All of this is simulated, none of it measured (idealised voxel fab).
process module | voxel ribs on slabs
Cross-sectional view cut (width: 230 nm; square cell size: 5 nm).
Cross-section, as written here: a square-cell grid given band by band from the top down, where a band holds one or more rows of cells.
A band entry consists of two parts. The first gives the height of the band's top and the height of its bottom, in nm. The rest lists the band's materials from left to right, each with its width in nm. A single material labelled with the word "everywhere" fills the band from edge to edge, and the word "blank" marks empty space.
Convention: height 0 is the level below which the wafer, as received, is all one material. The lowest band does not terminate at the bottom but continues downward, represented as "z 0 and below".
With a width like "30 to 40", each row of cells in the band differs from the next by the same amount, the top row carrying the first number and the bottom row the second.
No cell of the cross-section changed in a step that is given as "no alteration".
"Non-vented voids" contains a list of empty spaces, each no smaller than 8 cells and without an open way to the top, written in the form width x height at distance with the distance from the left edge and all three in nm.
Step line, after settings: the simulator's comment on this step.
overlay nm: for a step with a mask, the amount by which the mask lay right of where it was planned; a negative amount means left of it.
# Set out below are the planned steps of the process
1: RECEIVE | material Si
2: DIRECTIONAL_DEP | material SiO2 | thk nm 25
3: DIRECTIONAL_DEP | material SiN | thk nm 20
4: MASKED_ETCH | tone cover | mask id RIB | width nm 20 | etch materials SiN | depth nm 10 | overlay nm 0
5: PATTERN | tone cover | mask id SLAB | material resist | width nm 80 | thk nm 15 | overlay nm 0
6: DIRECTIONAL_ETCH | etch materials SiN | depth nm 10
7: STRIP | etch materials resist
8: FILL_DEP | material SiO2 | thk nm 30
9: CMP | height nm 65
10: DIRECTIONAL_DEP | material TiN | thk nm 5
11: PATTERN | tone cover | mask id HEATER | material resist | width nm 30 | thk nm 20 | overlay nm 0
12: DIRECTIONAL_ETCH | etch materials TiN | depth nm 5
13: STRIP | etch materials resist
14: CONFORMAL_DEP | material SiO2 | thk nm 10
# Received-state cross-section, reflecting completion of step 1
> z 0 and below = Si everywhere
> Non-vented voids: none
# Wafer at module end, in section. Began as above, planned as above, run with one mistake
> z 80 to 75 = SiO2=110  blank=10  SiO2=110
> z 75 to 70 = SiO2 everywhere
> z 70 to 65 = TiN=100  SiO2=30  TiN=100
> z 65 to 45 = SiO2 everywhere
> z 45 to 35 = SiO2=105  SiN=20  SiO2=105
> z 35 to 25 = SiO2=75  SiN=80  SiO2=75
> z 25 to 0 = SiO2 everywhere
> z 0 and below = Si everywhere
> Non-vented voids: none
Deviation noted in wafer processing: step 11 did not use the planned setting and instead ran as PATTERN | tone open | mask id HEATER | material resist | width nm 30 | thk nm 20 | overlay nm 0
